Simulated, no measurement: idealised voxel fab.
process module | voxel wiring stack
cross-section cut | 275 nm wide | cells 5 nm
A cross-section is a grid of square cells, given in bands from the top down. A band is one or more rows of cells.
Each band's line starts with the height of the band's top and of its bottom, in nm. Then come its materials from left to right, each with its width in nm. One material with "throughout" fills the band from edge to edge. "air" is empty space.
Height 0 is the level under which the wafer as received is all one material. The lowest band goes on downwards, as in "0 down".
A width such as "30 to 40" changes by the same amount from each row of cells to the next, from the band's top row to its bottom row.
"no change" after a step means that no cell of the cross-section changed.
closed voids: empty space of 8 cells or more with no open way to the top, each as width x height at its distance from the left edge, in nm
after a step's settings: what the simulator itself notes on the step
overlay nm, on a step with a mask: how far to the right of its planned place the mask lay; to the left if negative
plan
1 op RECEIVE | material Si
2 op CONFORMAL_DEP | material SiO2 | thk nm 10
3 op DIRECTIONAL_DEP | material TiN | thk nm 5
4 op DIRECTIONAL_DEP | material W | thk nm 15
5 op DIRECTIONAL_DEP | material aC | thk nm 15
6 op PATTERN | tone cover | mask id METAL_1 | material resist | width nm 30 | pitch nm 55 | thk nm 30 | overlay nm 0
7 op DIRECTIONAL_ETCH | etch materials aC | depth nm 15
8 op STRIP | etch materials resist
9 op DIRECTIONAL_ETCH | etch materials W | depth nm 15
10 op DIRECTIONAL_ETCH | etch materials TiN | depth nm 5
11 op STRIP | etch materials aC
12 op CONFORMAL_DEP | material SiCN | thk nm 5
13 op FILL_DEP | material SiO2 | thk nm 10
14 op CMP | height nm 30
15 op CONFORMAL_DEP | material SiCN | thk nm 5
16 op DIRECTIONAL_DEP | material SiO2 | thk nm 20
17 op PATTERN | tone open | mask id PLUG_1 | material resist | width nm 15 | pitch nm 55 | thk nm 20 | overlay nm 0
18 op DIRECTIONAL_ETCH | etch materials SiO2 | depth nm 20
19 op DIRECTIONAL_ETCH | etch materials SiCN | depth nm 5
20 op STRIP | etch materials resist
21 op EPI | material Ru | thk nm 10
22 op EPI | material Ru | thk nm 10
23 op EPI | material Ru | thk nm 5
24 op DIRECTIONAL_DEP | material TiN | thk nm 5
25 op DIRECTIONAL_DEP | material Ru | thk nm 25
26 op DIRECTIONAL_DEP | material aC | thk nm 15
27 op PATTERN | tone cover | mask id METAL_2 | material resist | width nm 30 | pitch nm 55 | thk nm 35 | overlay nm 0
28 op DIRECTIONAL_ETCH | etch materials aC | depth nm 15
29 op STRIP | etch materials resist
30 op DIRECTIONAL_ETCH | etch materials Ru | depth nm 25
31 op DIRECTIONAL_ETCH | etch materials TiN | depth nm 5
32 op STRIP | etch materials aC
33 op FILL_DEP | material lowk | thk nm 5
34 op CMP | height nm 85
35 op CONFORMAL_DEP | material SiCN | thk nm 5
36 op DIRECTIONAL_DEP | material lowk | thk nm 20
37 op PATTERN | tone open | mask id PLUG_2 | material resist | width nm 15 | pitch nm 110 | thk nm 20 | overlay nm 0
38 op DIRECTIONAL_ETCH | etch materials lowk | depth nm 20
39 op DIRECTIONAL_ETCH | etch materials SiCN | depth nm 5
40 op STRIP | etch materials resist
41 op CONFORMAL_DEP | material TiN | thk nm 5
42 op FILL_DEP | material Ru | thk nm 10
43 op CMP | height nm 110
44 op DIRECTIONAL_DEP | material TiN | thk nm 5
45 op DIRECTIONAL_DEP | material Ru | thk nm 15
46 op PATTERN | tone cover | mask id METAL_3 | material resist | width nm 30 | pitch nm 55 | thk nm 20 | overlay nm 0
47 op DIRECTIONAL_ETCH | etch materials Ru | depth nm 15
48 op DIRECTIONAL_ETCH | etch materials TiN | depth nm 5
49 op STRIP | etch materials resist
50 op CONFORMAL_DEP | material SiN | thk nm 5
51 op FILL_DEP | material lowk | thk nm 10
52 op CMP | height nm 130
53 op CONFORMAL_DEP | material SiCN | thk nm 5
54 op DIRECTIONAL_DEP | material SiO2 | thk nm 30
55 op MASKED_ETCH | tone open | mask id METAL_4 | width nm 30 | pitch nm 55 | etch materials SiO2 | depth nm 20 | overlay nm 0
56 op MASKED_ETCH | tone open | mask id METAL_4_HOLES | width nm 15 | pitch nm 55 | etch materials SiO2 | depth nm 10 | overlay nm 0
57 op MASKED_ETCH | tone open | mask id METAL_4_HOLES | width nm 15 | pitch nm 55 | etch materials SiCN | depth nm 5 | overlay nm 0
58 op CONFORMAL_DEP | material TiN | thk nm 5
59 op FILL_DEP | material Cu | thk nm 5
60 op CMP | height nm 165
61 op CONFORMAL_DEP | material SiCN | thk nm 5
first wafer, as planned
as received, after step 1
  0 down: Si throughout
  closed voids: none
after step 2
  10 to 0: SiO2 throughout
  below 0: unchanged
after step 3
  15 to 10: TiN throughout
  below 10: unchanged
after step 4
  30 to 15: W throughout
  below 15: unchanged
after step 5
  45 to 30: aC throughout
  below 30: unchanged
after step 6
  75 to 45: air 65 | resist 30 | air 25 | resist 30 | air 25 | resist 30 | air 70
  below 45: unchanged
after step 7
  60 to 45: air 65 | resist 30 | air 25 | resist 30 | air 25 | resist 30 | air 70
  45 to 30: air 65 | aC 30 | air 25 | aC 30 | air 25 | aC 30 | air 70
  below 30: unchanged
after step 8
  45 to 30: air 65 | aC 30 | air 25 | aC 30 | air 25 | aC 30 | air 70
  below 30: unchanged
after step 9
  45 to 30: air 65 | aC 30 | air 25 | aC 30 | air 25 | aC 30 | air 70
  30 to 15: air 65 | W 30 | air 25 | W 30 | air 25 | W 30 | air 70
  below 15: unchanged
after step 10
  45 to 30: air 65 | aC 30 | air 25 | aC 30 | air 25 | aC 30 | air 70
  30 to 15: air 65 | W 30 | air 25 | W 30 | air 25 | W 30 | air 70
  15 to 10: air 65 | TiN 30 | air 25 | TiN 30 | air 25 | TiN 30 | air 70
  below 10: unchanged
after step 11
  30 to 15: air 65 | W 30 | air 25 | W 30 | air 25 | W 30 | air 70
  below 15: unchanged
after step 12
  35 to 30: air 60 | SiCN 40 | air 15 | SiCN 40 | air 15 | SiCN 40 | air 65
  30 to 15: air 60 | SiCN 5 | W 30 | SiCN 5 | air 15 | SiCN 5 | W 30 | SiCN 5 | air 15 | SiCN 5 | W 30 | SiCN 5 | air 65
  15 to 10: SiCN 65 | TiN 30 | SiCN 25 | TiN 30 | SiCN 25 | TiN 30 | SiCN 70
  below 10: unchanged
after step 13
  45 to 35: SiO2 throughout
  35 to 30: SiO2 60 | SiCN 40 | SiO2 15 | SiCN 40 | SiO2 15 | SiCN 40 | SiO2 65
  30 to 15: SiO2 60 | SiCN 5 | W 30 | SiCN 5 | SiO2 15 | SiCN 5 | W 30 | SiCN 5 | SiO2 15 | SiCN 5 | W 30 | SiCN 5 | SiO2 65
  below 15: unchanged
after step 14
  30 to 15: SiO2 60 | SiCN 5 | W 30 | SiCN 5 | SiO2 15 | SiCN 5 | W 30 | SiCN 5 | SiO2 15 | SiCN 5 | W 30 | SiCN 5 | SiO2 65
  below 15: unchanged
after step 15
  35 to 30: SiCN throughout
  below 30: unchanged
after step 16
  55 to 35: SiO2 throughout
  below 35: unchanged
after step 17
  75 to 55: resist 65 | air 15 | resist 40 | air 15 | resist 40 | air 15 | resist 85
  below 55: unchanged
after step 18
  75 to 55: resist 65 | air 15 | resist 40 | air 15 | resist 40 | air 15 | resist 85
  55 to 35: SiO2 65 | air 15 | SiO2 40 | air 15 | SiO2 40 | air 15 | SiO2 85
  below 35: unchanged
after step 19
  75 to 55: resist 65 | air 15 | resist 40 | air 15 | resist 40 | air 15 | resist 85
  55 to 35: SiO2 65 | air 15 | SiO2 40 | air 15 | SiO2 40 | air 15 | SiO2 85
  35 to 30: SiCN 65 | air 15 | SiCN 40 | air 15 | SiCN 40 | air 15 | SiCN 85
  below 30: unchanged
after step 20
  55 to 35: SiO2 65 | air 15 | SiO2 40 | air 15 | SiO2 40 | air 15 | SiO2 85
  below 35: unchanged
after step 21
  55 to 40: SiO2 65 | air 15 | SiO2 40 | air 15 | SiO2 40 | air 15 | SiO2 85
  40 to 35: SiO2 65 | Ru 15 | SiO2 40 | Ru 15 | SiO2 40 | Ru 15 | SiO2 85
  35 to 30: SiCN 65 | Ru 15 | SiCN 40 | Ru 15 | SiCN 40 | Ru 15 | SiCN 85
  below 30: unchanged
after step 22
  55 to 50: SiO2 65 | air 15 | SiO2 40 | air 15 | SiO2 40 | air 15 | SiO2 85
  50 to 35: SiO2 65 | Ru 15 | SiO2 40 | Ru 15 | SiO2 40 | Ru 15 | SiO2 85
  below 35: unchanged
after step 23
  55 to 35: SiO2 65 | Ru 15 | SiO2 40 | Ru 15 | SiO2 40 | Ru 15 | SiO2 85
  below 35: unchanged
after step 24
  60 to 55: TiN throughout
  below 55: unchanged
after step 25
  85 to 60: Ru throughout
  below 60: unchanged
after step 26
  100 to 85: aC throughout
  below 85: unchanged
after step 27
  135 to 100: air 65 | resist 30 | air 25 | resist 30 | air 25 | resist 30 | air 70
  below 100: unchanged
after step 28
  120 to 100: air 65 | resist 30 | air 25 | resist 30 | air 25 | resist 30 | air 70
  100 to 85: air 65 | aC 30 | air 25 | aC 30 | air 25 | aC 30 | air 70
  below 85: unchanged
after step 29
  100 to 85: air 65 | aC 30 | air 25 | aC 30 | air 25 | aC 30 | air 70
  below 85: unchanged
after step 30
  100 to 85: air 65 | aC 30 | air 25 | aC 30 | air 25 | aC 30 | air 70
  85 to 60: air 65 | Ru 30 | air 25 | Ru 30 | air 25 | Ru 30 | air 70
  below 60: unchanged
after step 31
  100 to 85: air 65 | aC 30 | air 25 | aC 30 | air 25 | aC 30 | air 70
  85 to 60: air 65 | Ru 30 | air 25 | Ru 30 | air 25 | Ru 30 | air 70
  60 to 55: air 65 | TiN 30 | air 25 | TiN 30 | air 25 | TiN 30 | air 70
  below 55: unchanged
after step 32
  85 to 60: air 65 | Ru 30 | air 25 | Ru 30 | air 25 | Ru 30 | air 70
  below 60: unchanged
after step 33
  90 to 85: lowk throughout
  85 to 60: lowk 65 | Ru 30 | lowk 25 | Ru 30 | lowk 25 | Ru 30 | lowk 70
  60 to 55: lowk 65 | TiN 30 | lowk 25 | TiN 30 | lowk 25 | TiN 30 | lowk 70
  below 55: unchanged
after step 34
  85 to 60: lowk 65 | Ru 30 | lowk 25 | Ru 30 | lowk 25 | Ru 30 | lowk 70
  below 60: unchanged
after step 35
  90 to 85: SiCN throughout
  below 85: unchanged
after step 36
  110 to 90: lowk throughout
  below 90: unchanged
after step 37
  130 to 110: resist 65 | air 15 | resist 95 | air 15 | resist 85
  below 110: unchanged
after step 38
  130 to 110: resist 65 | air 15 | resist 95 | air 15 | resist 85
  110 to 90: lowk 65 | air 15 | lowk 95 | air 15 | lowk 85
  below 90: unchanged
after step 39
  130 to 110: resist 65 | air 15 | resist 95 | air 15 | resist 85
  110 to 90: lowk 65 | air 15 | lowk 95 | air 15 | lowk 85
  90 to 85: SiCN 65 | air 15 | SiCN 95 | air 15 | SiCN 85
  below 85: unchanged
after step 40
  110 to 90: lowk 65 | air 15 | lowk 95 | air 15 | lowk 85
  below 90: unchanged
after step 41
  115 to 110: TiN 70 | air 5 | TiN 105 | air 5 | TiN 90
  110 to 90: lowk 65 | TiN 5 | air 5 | TiN 5 | lowk 95 | TiN 5 | air 5 | TiN 5 | lowk 85
  90 to 85: SiCN 65 | TiN 15 | SiCN 95 | TiN 15 | SiCN 85
  below 85: unchanged
after step 42
  125 to 115: Ru throughout
  115 to 110: TiN 70 | Ru 5 | TiN 105 | Ru 5 | TiN 90
  110 to 90: lowk 65 | TiN 5 | Ru 5 | TiN 5 | lowk 95 | TiN 5 | Ru 5 | TiN 5 | lowk 85
  below 90: unchanged
after step 43
  110 to 90: lowk 65 | TiN 5 | Ru 5 | TiN 5 | lowk 95 | TiN 5 | Ru 5 | TiN 5 | lowk 85
  below 90: unchanged
after step 44
  115 to 110: TiN throughout
  below 110: unchanged
after step 45
  130 to 115: Ru throughout
  below 115: unchanged
after step 46
  150 to 130: air 65 | resist 30 | air 25 | resist 30 | air 25 | resist 30 | air 70
  below 130: unchanged
after step 47
  150 to 130: air 65 | resist 30 | air 25 | resist 30 | air 25 | resist 30 | air 70
  130 to 115: air 65 | Ru 30 | air 25 | Ru 30 | air 25 | Ru 30 | air 70
  below 115: unchanged
after step 48
  150 to 130: air 65 | resist 30 | air 25 | resist 30 | air 25 | resist 30 | air 70
  130 to 115: air 65 | Ru 30 | air 25 | Ru 30 | air 25 | Ru 30 | air 70
  115 to 110: air 65 | TiN 30 | air 25 | TiN 30 | air 25 | TiN 30 | air 70
  below 110: unchanged
after step 49
  130 to 115: air 65 | Ru 30 | air 25 | Ru 30 | air 25 | Ru 30 | air 70
  below 115: unchanged
after step 50
  135 to 130: air 60 | SiN 40 | air 15 | SiN 40 | air 15 | SiN 40 | air 65
  130 to 115: air 60 | SiN 5 | Ru 30 | SiN 5 | air 15 | SiN 5 | Ru 30 | SiN 5 | air 15 | SiN 5 | Ru 30 | SiN 5 | air 65
  115 to 110: SiN 65 | TiN 30 | SiN 25 | TiN 30 | SiN 25 | TiN 30 | SiN 70
  below 110: unchanged
after step 51
  145 to 135: lowk throughout
  135 to 130: lowk 60 | SiN 40 | lowk 15 | SiN 40 | lowk 15 | SiN 40 | lowk 65
  130 to 115: lowk 60 | SiN 5 | Ru 30 | SiN 5 | lowk 15 | SiN 5 | Ru 30 | SiN 5 | lowk 15 | SiN 5 | Ru 30 | SiN 5 | lowk 65
  below 115: unchanged
after step 52
  130 to 115: lowk 60 | SiN 5 | Ru 30 | SiN 5 | lowk 15 | SiN 5 | Ru 30 | SiN 5 | lowk 15 | SiN 5 | Ru 30 | SiN 5 | lowk 65
  below 115: unchanged
after step 53
  135 to 130: SiCN throughout
  below 130: unchanged
after step 54
  165 to 135: SiO2 throughout
  below 135: unchanged
after step 55
  165 to 145: SiO2 65 | air 30 | SiO2 25 | air 30 | SiO2 25 | air 30 | SiO2 70
  below 145: unchanged
after step 56
  165 to 145: SiO2 65 | air 30 | SiO2 25 | air 30 | SiO2 25 | air 30 | SiO2 70
  145 to 135: SiO2 65 | air 15 | SiO2 40 | air 15 | SiO2 40 | air 15 | SiO2 85
  below 135: unchanged
after step 57
  165 to 145: SiO2 65 | air 30 | SiO2 25 | air 30 | SiO2 25 | air 30 | SiO2 70
  145 to 135: SiO2 65 | air 15 | SiO2 40 | air 15 | SiO2 40 | air 15 | SiO2 85
  135 to 130: SiCN 65 | air 15 | SiCN 40 | air 15 | SiCN 40 | air 15 | SiCN 85
  below 130: unchanged
after step 58
  170 to 165: TiN 70 | air 20 | TiN 35 | air 20 | TiN 35 | air 20 | TiN 75
  165 to 150: SiO2 65 | TiN 5 | air 20 | TiN 5 | SiO2 25 | TiN 5 | air 20 | TiN 5 | SiO2 25 | TiN 5 | air 20 | TiN 5 | SiO2 70
  150 to 145: SiO2 65 | TiN 5 | air 5 | TiN 20 | SiO2 25 | TiN 5 | air 5 | TiN 20 | SiO2 25 | TiN 5 | air 5 | TiN 20 | SiO2 70
  145 to 135: SiO2 65 | TiN 5 | air 5 | TiN 5 | SiO2 40 | TiN 5 | air 5 | TiN 5 | SiO2 40 | TiN 5 | air 5 | TiN 5 | SiO2 85
  135 to 130: SiCN 65 | TiN 15 | SiCN 40 | TiN 15 | SiCN 40 | TiN 15 | SiCN 85
  below 130: unchanged
after step 59
  175 to 170: Cu throughout
  170 to 165: TiN 70 | Cu 20 | TiN 35 | Cu 20 | TiN 35 | Cu 20 | TiN 75
  165 to 150: SiO2 65 | TiN 5 | Cu 20 | TiN 5 | SiO2 25 | TiN 5 | Cu 20 | TiN 5 | SiO2 25 | TiN 5 | Cu 20 | TiN 5 | SiO2 70
  150 to 145: SiO2 65 | TiN 5 | Cu 5 | TiN 20 | SiO2 25 | TiN 5 | Cu 5 | TiN 20 | SiO2 25 | TiN 5 | Cu 5 | TiN 20 | SiO2 70
  145 to 135: SiO2 65 | TiN 5 | Cu 5 | TiN 5 | SiO2 40 | TiN 5 | Cu 5 | TiN 5 | SiO2 40 | TiN 5 | Cu 5 | TiN 5 | SiO2 85
  below 135: unchanged
after step 60
  165 to 150: SiO2 65 | TiN 5 | Cu 20 | TiN 5 | SiO2 25 | TiN 5 | Cu 20 | TiN 5 | SiO2 25 | TiN 5 | Cu 20 | TiN 5 | SiO2 70
  below 150: unchanged
after step 61
  170 to 165: SiCN throughout
  below 165: unchanged
second wafer: like start, like plan, one mistake. Through step 55 it matches the first wafer
when step 56 should have ended
  165 to 155: SiO2 60 | air 35 | SiO2 20 | air 35 | SiO2 20 | air 35 | SiO2 70
  155 to 145: SiO2 65 | air 30 | SiO2 25 | air 30 | SiO2 25 | air 30 | SiO2 70
  145 to 135: SiO2 65 | air 10 | SiO2 45 | air 10 | SiO2 45 | air 10 | SiO2 90
  below 135: unchanged
when step 57 should have ended
  165 to 155: SiO2 60 | air 35 | SiO2 20 | air 35 | SiO2 20 | air 35 | SiO2 70
  155 to 145: SiO2 65 | air 30 | SiO2 25 | air 30 | SiO2 25 | air 30 | SiO2 70
  145 to 135: SiO2 65 | air 10 | SiO2 45 | air 10 | SiO2 45 | air 10 | SiO2 90
  135 to 130: SiCN 65 | air 10 | SiCN 45 | air 10 | SiCN 45 | air 10 | SiCN 90
  below 130: unchanged
when step 58 should have ended
  170 to 165: TiN 65 | air 25 | TiN 30 | air 25 | TiN 30 | air 25 | TiN 75
  165 to 155: SiO2 60 | TiN 5 to 10 | air 25 to 20 | TiN 5 | SiO2 20 | TiN 5 to 10 | air 25 to 20 | TiN 5 | SiO2 20 | TiN 5 to 10 | air 25 to 20 | TiN 5 | SiO2 70
  155 to 150: SiO2 65 | TiN 5 | air 20 | TiN 5 | SiO2 25 | TiN 5 | air 20 | TiN 5 | SiO2 25 | TiN 5 | air 20 | TiN 5 | SiO2 70
  150 to 145: SiO2 65 | TiN 30 | SiO2 25 | TiN 30 | SiO2 25 | TiN 30 | SiO2 70
  145 to 135: SiO2 65 | TiN 10 | SiO2 45 | TiN 10 | SiO2 45 | TiN 10 | SiO2 90
  135 to 130: SiCN 65 | TiN 10 | SiCN 45 | TiN 10 | SiCN 45 | TiN 10 | SiCN 90
  below 130: unchanged
when step 59 should have ended
  175 to 170: Cu throughout
  170 to 165: TiN 65 | Cu 25 | TiN 30 | Cu 25 | TiN 30 | Cu 25 | TiN 75
  165 to 155: SiO2 60 | TiN 5 to 10 | Cu 25 to 20 | TiN 5 | SiO2 20 | TiN 5 to 10 | Cu 25 to 20 | TiN 5 | SiO2 20 | TiN 5 to 10 | Cu 25 to 20 | TiN 5 | SiO2 70
  155 to 150: SiO2 65 | TiN 5 | Cu 20 | TiN 5 | SiO2 25 | TiN 5 | Cu 20 | TiN 5 | SiO2 25 | TiN 5 | Cu 20 | TiN 5 | SiO2 70
  below 150: unchanged
when step 60 should have ended
  165 to 155: SiO2 60 | TiN 5 to 10 | Cu 25 to 20 | TiN 5 | SiO2 20 | TiN 5 to 10 | Cu 25 to 20 | TiN 5 | SiO2 20 | TiN 5 to 10 | Cu 25 to 20 | TiN 5 | SiO2 70
  below 155: unchanged
when step 61 should have ended
  170 to 165: SiCN throughout
  below 165: unchanged
what went wrong: step 56 ran as: op MASKED_ETCH | tone open | mask id METAL_4_HOLES | width nm 15 | pitch nm 55 | etch materials SiO2 | depth nm 10 | overlay nm -5
at the end the second wafer has, in cells: 6 fewer of Cu | 3 more of SiCN | 3 more of TiN
